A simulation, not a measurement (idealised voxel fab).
process module | voxel transistor to metal
cross-section cut | 285 nm wide | cells 5 nm
A cross-section is a grid of square cells, given in bands from the top down. A band is one or more rows of cells.
Each band's line starts with the height of the band's top and of its bottom, in nm. Then come its materials from left to right, each with its width in nm. One material with "throughout" fills the band from edge to edge. "air" is empty space.
Height 0 is the level under which the wafer as received is all one material. The lowest band goes on downwards, as in "0 down".
A width such as "30 to 40" changes by the same amount from each row of cells to the next, from the band's top row to its bottom row.
"no change" after a step means that no cell of the cross-section changed.
closed voids: empty space of 8 cells or more with no open way to the top, each as width x height at its distance from the left edge, in nm
after a step's settings: what the simulator itself notes on the step
overlay nm, on a step with a mask: how far to the right of its planned place the mask lay; to the left if negative
plan
1 op RECEIVE | material Si
2 op OXIDIZE | depth nm 5
3 op CONFORMAL_DEP | material SiN | thk nm 5
4 op DIRECTIONAL_DEP | material aC | thk nm 10
5 op PATTERN | tone cover | mask id ACTIVE | material resist | width nm 105 | pitch nm 130 | thk nm 30 | overlay nm 0
6 op DIRECTIONAL_ETCH | etch materials aC | depth nm 10
7 op STRIP | etch materials resist
8 op DIRECTIONAL_ETCH | etch materials SiN | depth nm 15
9 op DIRECTIONAL_ETCH | etch materials SiO2 | depth nm 5
10 op DIRECTIONAL_ETCH | etch materials Si | depth nm 25
11 op STRIP | etch materials aC
12 op FILL_DEP | material SiO2 | thk nm 15
13 op CMP | height nm 15
14 op SELECTIVE_ETCH | etch materials SiO2 | depth nm 5
15 op STRIP | etch materials SiN
16 op SELECTIVE_ETCH | etch materials SiO2 | depth nm 5
17 op OXIDIZE | depth nm 5
18 op DIRECTIONAL_DEP | material polySi | thk nm 30
19 op DIRECTIONAL_DEP | material SiCN | thk nm 15
20 op MASKED_ETCH | tone cover | mask id GATE | width nm 35 | pitch nm 130 | etch materials SiCN | depth nm 25 | overlay nm 0
21 op MASKED_ETCH | tone cover | mask id GATE | width nm 35 | pitch nm 130 | etch materials polySi | depth nm 40 | overlay nm 0
22 op CONFORMAL_DEP | material SiN | thk nm 10
23 op DIRECTIONAL_ETCH | etch materials SiN | depth nm 10
24 op DIRECTIONAL_ETCH | etch materials SiO2 | depth nm 5
25 op DIRECTIONAL_ETCH | etch materials Si | depth nm 15
26 op EPI | material SiGe | thk nm 20
27 op FILL_DEP | material SiO2 | thk nm 10
28 op CMP | height nm 25
29 op STRIP | etch materials polySi
30 op SELECTIVE_ETCH | etch materials SiO2 | depth nm 5
31 op CONFORMAL_DEP | material HfO2 | thk nm 5
32 op CONFORMAL_DEP | material TiN | thk nm 5
33 op FILL_DEP | material W | thk nm 5
34 op CMP | height nm 20
35 op DIRECTIONAL_DEP | material SiO2 | thk nm 10
36 op PATTERN | tone open | mask id CONTACT | material resist | width nm 15 | thk nm 15 | overlay nm 0
37 op DIRECTIONAL_ETCH | etch materials SiO2 | depth nm 20
38 op STRIP | etch materials resist
39 op CONFORMAL_DEP | material TiN | thk nm 5
40 op FILL_DEP | material Ru | thk nm 10
41 op CMP | height nm 30
42 op DIRECTIONAL_DEP | material TiN | thk nm 5
43 op DIRECTIONAL_DEP | material W | thk nm 15
44 op DIRECTIONAL_DEP | material aC | thk nm 15
45 op PATTERN | tone cover | mask id METAL_1 | material resist | width nm 15 | thk nm 30 | overlay nm 0
46 op DIRECTIONAL_ETCH | etch materials aC | depth nm 15
47 op STRIP | etch materials resist
48 op DIRECTIONAL_ETCH | etch materials W | depth nm 15
49 op DIRECTIONAL_ETCH | etch materials TiN | depth nm 5
50 op STRIP | etch materials aC
51 op FILL_DEP | material SiO2 | thk nm 5
52 op CMP | height nm 50
53 op CONFORMAL_DEP | material SiCN | thk nm 5
54 op DIRECTIONAL_DEP | material lowk | thk nm 25
55 op MASKED_ETCH | tone open | mask id METAL_2 | width nm 15 | pitch nm 130 | etch materials lowk | depth nm 15 | overlay nm 0
56 op DIRECTIONAL_DEP | material aC | thk nm 15
57 op PATTERN | tone open | mask id METAL_2_HOLES | material resist | width nm 15 | pitch nm 130 | thk nm 30 | overlay nm 0
58 op DIRECTIONAL_ETCH | etch materials aC | depth nm 15
59 op STRIP | etch materials resist
60 op DIRECTIONAL_ETCH | etch materials lowk | depth nm 10
61 op DIRECTIONAL_ETCH | etch materials SiCN | depth nm 5
62 op STRIP | etch materials aC
63 op CONFORMAL_DEP | material TiN | thk nm 5
64 op FILL_DEP | material Cu | thk nm 5
65 op CMP | height nm 80
66 op CONFORMAL_DEP | material SiCN | thk nm 5
varied across the wafers: thk nm of step 3. The plan shows the first wafer's value. All wafers start alike
first wafer as received, after step 1
  0 down: Si throughout
  closed voids: none
first wafer at the end, after step 66
  85 to 80: SiCN throughout
  80 to 55: lowk 30 | TiN 5 | Cu 5 | TiN 5 | lowk 115 | TiN 5 | Cu 5 | TiN 5 | lowk 110
  55 to 50: SiCN 30 | TiN 15 | SiCN 115 | TiN 15 | SiCN 110
  50 to 35: SiO2 30 | W 15 | SiO2 65 | W 15 | SiO2 35 | W 15 | SiO2 65 | W 15 | SiO2 30
  35 to 30: SiO2 30 | TiN 15 | SiO2 65 | TiN 15 | SiO2 35 | TiN 15 | SiO2 65 | TiN 15 | SiO2 30
  30 to 20: SiO2 30 | TiN 5 | Ru 5 | TiN 5 | SiO2 65 | TiN 5 | Ru 5 | TiN 5 | SiO2 35 | TiN 5 | Ru 5 | TiN 5 | SiO2 65 | TiN 5 | Ru 5 | TiN 5 | SiO2 30
  20 to 15: SiO2 30 | TiN 5 | Ru 5 | TiN 5 | SiO2 5 | SiN 10 | HfO2 5 | TiN 5 | W 15 | TiN 5 | HfO2 5 | SiN 10 | SiO2 5 | TiN 5 | Ru 5 | TiN 5 | SiO2 35 | TiN 5 | Ru 5 | TiN 5 | SiO2 5 | SiN 10 | HfO2 5 | TiN 5 | W 15 | TiN 5 | HfO2 5 | SiN 10 | SiO2 5 | TiN 5 | Ru 5 | TiN 5 | SiO2 30
  15 to 10: SiO2 30 | TiN 15 | SiO2 5 | SiN 10 | HfO2 5 | TiN 25 | HfO2 5 | SiN 10 | SiO2 5 | TiN 15 | SiO2 35 | TiN 15 | SiO2 5 | SiN 10 | HfO2 5 | TiN 25 | HfO2 5 | SiN 10 | SiO2 5 | TiN 15 | SiO2 30
  10 to 5: SiO2 50 | SiN 10 | HfO2 35 | SiN 10 | SiO2 75 | SiN 10 | HfO2 35 | SiN 10 | SiO2 50
  5 to 0: SiO2 25 | SiN 105 | SiO2 25 | SiN 105 | SiO2 25
  0 to -5: SiO2 throughout
  -5 to -30: SiO2 25 | Si 105 | SiO2 25 | Si 105 | SiO2 25
  -30 down: Si throughout
  closed voids: none
last wafer at the end
  85 to 80: SiCN throughout
  80 to 55: lowk 30 | TiN 5 | Cu 5 | TiN 5 | lowk 115 | TiN 5 | Cu 5 | TiN 5 | lowk 110
  55 to 50: SiCN 30 | TiN 15 | SiCN 115 | TiN 15 | SiCN 110
  50 to 35: SiO2 30 | W 15 | SiO2 65 | W 15 | SiO2 35 | W 15 | SiO2 65 | W 15 | SiO2 30
  35 to 30: SiO2 30 | TiN 15 | SiO2 65 | TiN 15 | SiO2 35 | TiN 15 | SiO2 65 | TiN 15 | SiO2 30
  30 to 20: SiO2 30 | TiN 5 | Ru 5 | TiN 5 | SiO2 65 | TiN 5 | Ru 5 | TiN 5 | SiO2 35 | TiN 5 | Ru 5 | TiN 5 | SiO2 65 | TiN 5 | Ru 5 | TiN 5 | SiO2 30
  20 to 15: SiO2 30 | TiN 5 | Ru 5 | TiN 5 | SiO2 5 | SiN 10 | HfO2 5 | TiN 5 | W 15 | TiN 5 | HfO2 5 | SiN 10 | SiO2 5 | TiN 5 | Ru 5 | TiN 5 | SiO2 35 | TiN 5 | Ru 5 | TiN 5 | SiO2 5 | SiN 10 | HfO2 5 | TiN 5 | W 15 | TiN 5 | HfO2 5 | SiN 10 | SiO2 5 | TiN 5 | Ru 5 | TiN 5 | SiO2 30
  15 to 10: SiO2 30 | TiN 15 | SiO2 5 | SiN 10 | HfO2 5 | TiN 5 | W 15 | TiN 5 | HfO2 5 | SiN 10 | SiO2 5 | TiN 15 | SiO2 35 | TiN 15 | SiO2 5 | SiN 10 | HfO2 5 | TiN 5 | W 15 | TiN 5 | HfO2 5 | SiN 10 | SiO2 5 | TiN 15 | SiO2 30
  10 to 0: SiO2 30 | SiGe 20 | SiN 10 | HfO2 5 | TiN 5 | W 15 | TiN 5 | HfO2 5 | SiN 10 | SiGe 20 | SiO2 35 | SiGe 20 | SiN 10 | HfO2 5 | TiN 5 | W 15 | TiN 5 | HfO2 5 | SiN 10 | SiGe 20 | SiO2 30
  0 to -5: SiO2 30 | SiGe 20 | SiN 10 | HfO2 5 | TiN 25 | HfO2 5 | SiN 10 | SiGe 20 | SiO2 35 | SiGe 20 | SiN 10 | HfO2 5 | TiN 25 | HfO2 5 | SiN 10 | SiGe 20 | SiO2 30
  -5 to -10: SiGe 50 | SiO2 5 | HfO2 45 | SiO2 5 | SiGe 75 | SiO2 5 | HfO2 45 | SiO2 5 | SiGe 50
  -10 to -25: SiGe 50 | Si 55 | SiGe 75 | Si 55 | SiGe 50
  -25 down: Si throughout
  closed voids: none
each wafer at the end: cells of each material gained (+) or lost (-) since it was received, then its closed voids
thk nm 5 | +10 Cu | +22 HfO2 | +12 Ru | -132 Si | +108 SiCN | +66 SiN | +498 SiO2 | +88 TiN | +42 W | +255 lowk | closed voids: none
thk nm 10 | +10 Cu | +38 HfO2 | +12 Ru | -222 Si | +108 SiCN | +116 SiGe | +56 SiN | +436 SiO2 | +100 TiN | +60 W | +255 lowk | closed voids: none
thk nm 15 | +10 Cu | +38 HfO2 | +12 Ru | -222 Si | +108 SiCN | +116 SiGe | +56 SiN | +436 SiO2 | +100 TiN | +60 W | +255 lowk | closed voids: none
thk nm 20 | +10 Cu | +38 HfO2 | +12 Ru | -219 Si | +108 SiCN | +188 SiGe | +40 SiN | +377 SiO2 | +100 TiN | +60 W | +255 lowk | closed voids: none
thk nm 25 | +10 Cu | +38 HfO2 | +12 Ru | -219 Si | +108 SiCN | +188 SiGe | +40 SiN | +377 SiO2 | +100 TiN | +60 W | +255 lowk | closed voids: none
thk nm 30 | +10 Cu | +38 HfO2 | +12 Ru | -219 Si | +108 SiCN | +188 SiGe | +40 SiN | +377 SiO2 | +100 TiN | +60 W | +255 lowk | closed voids: none
